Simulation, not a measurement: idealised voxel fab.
The document below concerns the process module designated voxel lift off.
The cross-section on display is named cut; it measures 185 nm wide, and its cells are 5 nm squares.
Each cross-section below is a grid of square cells, stated as bands in top-down order, with one or more rows of cells making up each band. Each band's line starts with the height of the band's top and of its bottom, in nm. Then come its materials from left to right, each with its width in nm. One material with "everywhere" fills the band from edge to edge. "blank" is empty space. Note: height 0 marks the level under which the wafer is uniformly one material as received. Lowest band unbounded below, written "0..down". When a width is written as two numbers, as in "30..40", the first number is the width in the top row of cells of the band and the second is the width in its bottom row, and the width changes by the same amount from each row to the next. Key: "changes: none" - step with no changed cell in the cross-section. Empty spaces counting at least 8 cells and having no open way to the top are listed in "Voids, enclosed". The notation width x height at distance is used for each, the distance being from the left edge and all three values in nm. On each step's line, the part that comes after the settings is the simulator's own comment on the step. overlay nm: mask right of planned place by this much (step with mask). Neg. = left.
So here's the lineup of process steps we planned
1,RECEIVE [material Si]
2,CONFORMAL_DEP [material SiN] [thk nm 10]
3,PATTERN [tone open] [mask id LINES] [material resist] [width nm 20] [pitch nm 40] [thk nm 20] [overlay nm -15]
4,DIRECTIONAL_DEP [material Ru] [thk nm 5]
5,STRIP [etch materials resist]
6,CONFORMAL_DEP [material SiN] [thk nm 10]
Be aware that, although all wafers share a common starting state, the overlay nm at step 3 differs among them, and the plan displays the first wafer's value.
As received, i.e. after step 1: cross-section through the first of several wafers
    0..down = Si everywhere
    Voids, enclosed: none
Below, a row for every wafer. Read it as the end-of-module picture: for each material the wafer shows its cells gained (+) or lost (-) since it was received, and then its closed voids
overlay nm -15 | +8 Ru | +156 SiN | Voids, enclosed: none
overlay nm -10 | +8 Ru | +156 SiN | Voids, enclosed: none
overlay nm -5 | +8 Ru | +156 SiN | Voids, enclosed: none
overlay nm 0 | +8 Ru | +156 SiN | Voids, enclosed: none
overlay nm 5 | +8 Ru | +156 SiN | Voids, enclosed: none
overlay nm 10 | +8 Ru | +156 SiN | Voids, enclosed: none
overlay nm 15 | +8 Ru | +156 SiN | Voids, enclosed: none
